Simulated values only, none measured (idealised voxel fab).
Process module heading - voxel self aligned vias
265 nm wide, 5 nm square cells: that's cross-section cut.
A cross-section is written here as square cells arranged in a grid, and it is given in bands from the top down, each band taking up one or more rows of cells. What a band's entry tells you: where the top is and where the bottom is, as heights in nm, and after that what lies inside, material by material from left to right, each with its width in nm. Empty space is written as the word "blank", and a single material marked with the word "edge to edge" occupies the band from edge to edge. Height reference: 0 = level under which incoming wafer is all one material. Lowest band: no bottom, runs on downward, e.g. "0..down". With a width like "30->40", each row of cells in the band differs from the next by the same amount, the top row carrying the first number and the bottom row the second. No cell of the cross-section changed in a step that is given as "all unchanged". The entry titled "Closed-off voids" provides the empty spaces that have no open way to the top, restricted to those of 8 cells or more. Each is presented as width x height at distance, the distance being measured from the left edge, with all three in nm. after a step's settings: what the simulator itself notes on the step. overlay nm: for a step with a mask, the amount by which the mask lay right of where it was planned; a negative amount means left of it.

Process steps foreseen in the plan:
1. RECEIVE, material Si
2. CONFORMAL_DEP, material SiO2, thk nm 10
3. CONFORMAL_DEP, material SiCN, thk nm 5
4. DIRECTIONAL_DEP, material lowk, thk nm 25
5. MASKED_ETCH, tone open, mask id LINES, width nm 25, pitch nm 65, etch materials lowk, depth nm 25, overlay nm 0
6. CONFORMAL_DEP, material TiN, thk nm 5
7. FILL_DEP, material W, thk nm 5
8. CMP, height nm 40
9. SELECTIVE_ETCH, etch materials W Ru TiN, depth nm 10
10. FILL_DEP, material SiN, thk nm 10
11. CMP, height nm 40
12. DIRECTIONAL_DEP, material lowk, thk nm 15
13. DIRECTIONAL_DEP, material aC, thk nm 15
14. PATTERN, tone open, mask id VIAS, material resist, width nm 35, pitch nm 130, thk nm 30, overlay nm 0
15. DIRECTIONAL_ETCH, etch materials aC, depth nm 15
16. STRIP, etch materials resist
17. DIRECTIONAL_ETCH, etch materials lowk, depth nm 15
18. DIRECTIONAL_ETCH, etch materials SiN, depth nm 10
19. STRIP, etch materials aC
20. CONFORMAL_DEP, material TiN, thk nm 5
21. FILL_DEP, material Cu, thk nm 5
22. CMP, height nm 55
23. CONFORMAL_DEP, material SiCN, thk nm 5

Below: the first of two wafers, run as planned:

Received-state cross-section, reflecting completion of step 1:
> 0..down | Si edge to edge
> Closed-off voids: none

The wafer in cross-section once step 2 is complete:
> 10..0 | SiO2 edge to edge
> For the remainder of the cross-section, below 0, there is no change.

The wafer in cross-section once step 3 is complete:
> 15..10 | SiCN edge to edge
> For the remainder of the cross-section, below 10, there is no change.

The wafer in cross-section once step 4 is complete:
> 40..15 | lowk edge to edge
> For the remainder of the cross-section, below 15, there is no change.

The wafer in cross-section once step 5 is complete:
> 40..15 | lowk (55), then blank (25), then lowk (40), then blank (25), then lowk (40), then blank (25), then lowk (55)
> For the remainder of the cross-section, below 15, there is no change.

The wafer in cross-section once step 6 is complete:
> 45..40 | TiN (60), then blank (15), then TiN (50), then blank (15), then TiN (50), then blank (15), then TiN (60)
> 40..20 | lowk (55), then TiN (5), then blank (15), then TiN (5), then lowk (40), then TiN (5), then blank (15), then TiN (5), then lowk (40), then TiN (5), then blank (15), then TiN (5), then lowk (55)
> 20..15 | lowk (55), then TiN (25), then lowk (40), then TiN (25), then lowk (40), then TiN (25), then lowk (55)
> For the remainder of the cross-section, below 15, there is no change.

The wafer in cross-section once step 7 is complete:
> 50..45 | W edge to edge
> 45..40 | TiN (60), then W (15), then TiN (50), then W (15), then TiN (50), then W (15), then TiN (60)
> 40..20 | lowk (55), then TiN (5), then W (15), then TiN (5), then lowk (40), then TiN (5), then W (15), then TiN (5), then lowk (40), then TiN (5), then W (15), then TiN (5), then lowk (55)
> For the remainder of the cross-section, below 20, there is no change.

The wafer in cross-section once step 8 is complete:
> 40..20 | lowk (55), then TiN (5), then W (15), then TiN (5), then lowk (40), then TiN (5), then W (15), then TiN (5), then lowk (40), then TiN (5), then W (15), then TiN (5), then lowk (55)
> For the remainder of the cross-section, below 20, there is no change.

The wafer in cross-section once step 9 is complete:
> 40..30 | lowk (55), then blank (25), then lowk (40), then blank (25), then lowk (40), then blank (25), then lowk (55)
> For the remainder of the cross-section, below 30, there is no change.

The wafer in cross-section once step 10 is complete:
> 50..40 | SiN edge to edge
> 40..30 | lowk (55), then SiN (25), then lowk (40), then SiN (25), then lowk (40), then SiN (25), then lowk (55)
> For the remainder of the cross-section, below 30, there is no change.

The wafer in cross-section once step 11 is complete:
> 40..30 | lowk (55), then SiN (25), then lowk (40), then SiN (25), then lowk (40), then SiN (25), then lowk (55)
> For the remainder of the cross-section, below 30, there is no change.

The wafer in cross-section once step 12 is complete:
> 55..40 | lowk edge to edge
> For the remainder of the cross-section, below 40, there is no change.

The wafer in cross-section once step 13 is complete:
> 70..55 | aC edge to edge
> For the remainder of the cross-section, below 55, there is no change.

The wafer in cross-section once step 14 is complete:
> 100..70 | resist (50), then blank (35), then resist (95), then blank (35), then resist (50)
> For the remainder of the cross-section, below 70, there is no change.

The wafer in cross-section once step 15 is complete:
> 85..70 | resist (50), then blank (35), then resist (95), then blank (35), then resist (50)
> 70..55 | aC (50), then blank (35), then aC (95), then blank (35), then aC (50)
> For the remainder of the cross-section, below 55, there is no change.

The wafer in cross-section once step 16 is complete:
> 70..55 | aC (50), then blank (35), then aC (95), then blank (35), then aC (50)
> For the remainder of the cross-section, below 55, there is no change.

The wafer in cross-section once step 17 is complete:
> 70..55 | aC (50), then blank (35), then aC (95), then blank (35), then aC (50)
> 55..40 | lowk (50), then blank (35), then lowk (95), then blank (35), then lowk (50)
> For the remainder of the cross-section, below 40, there is no change.

The wafer in cross-section once step 18 is complete:
> 70..55 | aC (50), then blank (35), then aC (95), then blank (35), then aC (50)
> 55..40 | lowk (50), then blank (35), then lowk (95), then blank (35), then lowk (50)
> 40..30 | lowk (55), then blank (25), then lowk (40), then SiN (25), then lowk (40), then blank (25), then lowk (55)
> For the remainder of the cross-section, below 30, there is no change.

The wafer in cross-section once step 19 is complete:
> 55..40 | lowk (50), then blank (35), then lowk (95), then blank (35), then lowk (50)
> For the remainder of the cross-section, below 40, there is no change.

The wafer in cross-section once step 20 is complete:
> 60..55 | TiN (55), then blank (25), then TiN (105), then blank (25), then TiN (55)
> 55..45 | lowk (50), then TiN (5), then blank (25), then TiN (5), then lowk (95), then TiN (5), then blank (25), then TiN (5), then lowk (50)
> 45..40 | lowk (50), then TiN (10), then blank (15), then TiN (10), then lowk (95), then TiN (10), then blank (15), then TiN (10), then lowk (50)
> 40..35 | lowk (55), then TiN (5), then blank (15), then TiN (5), then lowk (40), then SiN (25), then lowk (40), then TiN (5), then blank (15), then TiN (5), then lowk (55)
> 35..30 | lowk (55), then TiN (25), then lowk (40), then SiN (25), then lowk (40), then TiN (25), then lowk (55)
> For the remainder of the cross-section, below 30, there is no change.

The wafer in cross-section once step 21 is complete:
> 65..60 | Cu edge to edge
> 60..55 | TiN (55), then Cu (25), then TiN (105), then Cu (25), then TiN (55)
> 55..45 | lowk (50), then TiN (5), then Cu (25), then TiN (5), then lowk (95), then TiN (5), then Cu (25), then TiN (5), then lowk (50)
> 45..40 | lowk (50), then TiN (10), then Cu (15), then TiN (10), then lowk (95), then TiN (10), then Cu (15), then TiN (10), then lowk (50)
> 40..35 | lowk (55), then TiN (5), then Cu (15), then TiN (5), then lowk (40), then SiN (25), then lowk (40), then TiN (5), then Cu (15), then TiN (5), then lowk (55)
> For the remainder of the cross-section, below 35, there is no change.

The wafer in cross-section once step 22 is complete:
> 55..45 | lowk (50), then TiN (5), then Cu (25), then TiN (5), then lowk (95), then TiN (5), then Cu (25), then TiN (5), then lowk (50)
> For the remainder of the cross-section, below 45, there is no change.

The wafer in cross-section once step 23 is complete:
> 60..55 | SiCN edge to edge
> For the remainder of the cross-section, below 55, there is no change.

Second wafer. Start and plan as for the first. One mistake made in running. Agrees with the first up to and including step 2:

Look at the second wafer in cross-section at the time step 3 ought to have finished:
> 35..10 | lowk edge to edge
> For the remainder of the cross-section, below 10, there is no change.

Look at the second wafer in cross-section at the time step 4 ought to have finished:
> 40..35 | SiCN edge to edge
> For the remainder of the cross-section, below 35, there is no change.

Look at the second wafer in cross-section at the time step 5 ought to have finished: all unchanged

Look at the second wafer in cross-section at the time step 6 ought to have finished:
> 45..40 | TiN edge to edge
> For the remainder of the cross-section, below 40, there is no change.

Look at the second wafer in cross-section at the time step 7 ought to have finished:
> 50..45 | W edge to edge
> For the remainder of the cross-section, below 45, there is no change.

Look at the second wafer in cross-section at the time step 8 ought to have finished:
> 40..35 | SiCN edge to edge
> For the remainder of the cross-section, below 35, there is no change.

Look at the second wafer in cross-section at the time step 9 ought to have finished: all unchanged

Look at the second wafer in cross-section at the time step 10 ought to have finished:
> 50..40 | SiN edge to edge
> For the remainder of the cross-section, below 40, there is no change.

Look at the second wafer in cross-section at the time step 11 ought to have finished:
> 40..35 | SiCN edge to edge
> For the remainder of the cross-section, below 35, there is no change.

Look at the second wafer in cross-section at the time step 12 ought to have finished:
> 55..40 | lowk edge to edge
> For the remainder of the cross-section, below 40, there is no change.

Look at the second wafer in cross-section at the time step 13 ought to have finished:
> 70..55 | aC edge to edge
> For the remainder of the cross-section, below 55, there is no change.

Look at the second wafer in cross-section at the time step 14 ought to have finished:
> 100..70 | resist (50), then blank (35), then resist (95), then blank (35), then resist (50)
> For the remainder of the cross-section, below 70, there is no change.

Look at the second wafer in cross-section at the time step 15 ought to have finished:
> 85..70 | resist (50), then blank (35), then resist (95), then blank (35), then resist (50)
> 70..55 | aC (50), then blank (35), then aC (95), then blank (35), then aC (50)
> For the remainder of the cross-section, below 55, there is no change.

Look at the second wafer in cross-section at the time step 16 ought to have finished:
> 70..55 | aC (50), then blank (35), then aC (95), then blank (35), then aC (50)
> For the remainder of the cross-section, below 55, there is no change.

Look at the second wafer in cross-section at the time step 17 ought to have finished:
> 70..55 | aC (50), then blank (35), then aC (95), then blank (35), then aC (50)
> 55..40 | lowk (50), then blank (35), then lowk (95), then blank (35), then lowk (50)
> For the remainder of the cross-section, below 40, there is no change.

Look at the second wafer in cross-section at the time step 18 ought to have finished: all unchanged

Look at the second wafer in cross-section at the time step 19 ought to have finished:
> 55..40 | lowk (50), then blank (35), then lowk (95), then blank (35), then lowk (50)
> For the remainder of the cross-section, below 40, there is no change.

Look at the second wafer in cross-section at the time step 20 ought to have finished:
> 60..55 | TiN (55), then blank (25), then TiN (105), then blank (25), then TiN (55)
> 55..45 | lowk (50), then TiN (5), then blank (25), then TiN (5), then lowk (95), then TiN (5), then blank (25), then TiN (5), then lowk (50)
> 45..40 | lowk (50), then TiN (35), then lowk (95), then TiN (35), then lowk (50)
> For the remainder of the cross-section, below 40, there is no change.

Look at the second wafer in cross-section at the time step 21 ought to have finished:
> 65..60 | Cu edge to edge
> 60..55 | TiN (55), then Cu (25), then TiN (105), then Cu (25), then TiN (55)
> 55..45 | lowk (50), then TiN (5), then Cu (25), then TiN (5), then lowk (95), then TiN (5), then Cu (25), then TiN (5), then lowk (50)
> For the remainder of the cross-section, below 45, there is no change.

Look at the second wafer in cross-section at the time step 22 ought to have finished:
> 55..45 | lowk (50), then TiN (5), then Cu (25), then TiN (5), then lowk (95), then TiN (5), then Cu (25), then TiN (5), then lowk (50)
> For the remainder of the cross-section, below 45, there is no change.

Look at the second wafer in cross-section at the time step 23 ought to have finished:
> 60..55 | SiCN edge to edge
> For the remainder of the cross-section, below 55, there is no change.
Plan not followed: steps 3 and 4 swapped
Bottom line after processing is that, in cells, the second wafer is up or down on some materials versus the first: -12 Cu; -10 SiN; -35 TiN; -18 W; +75 lowk
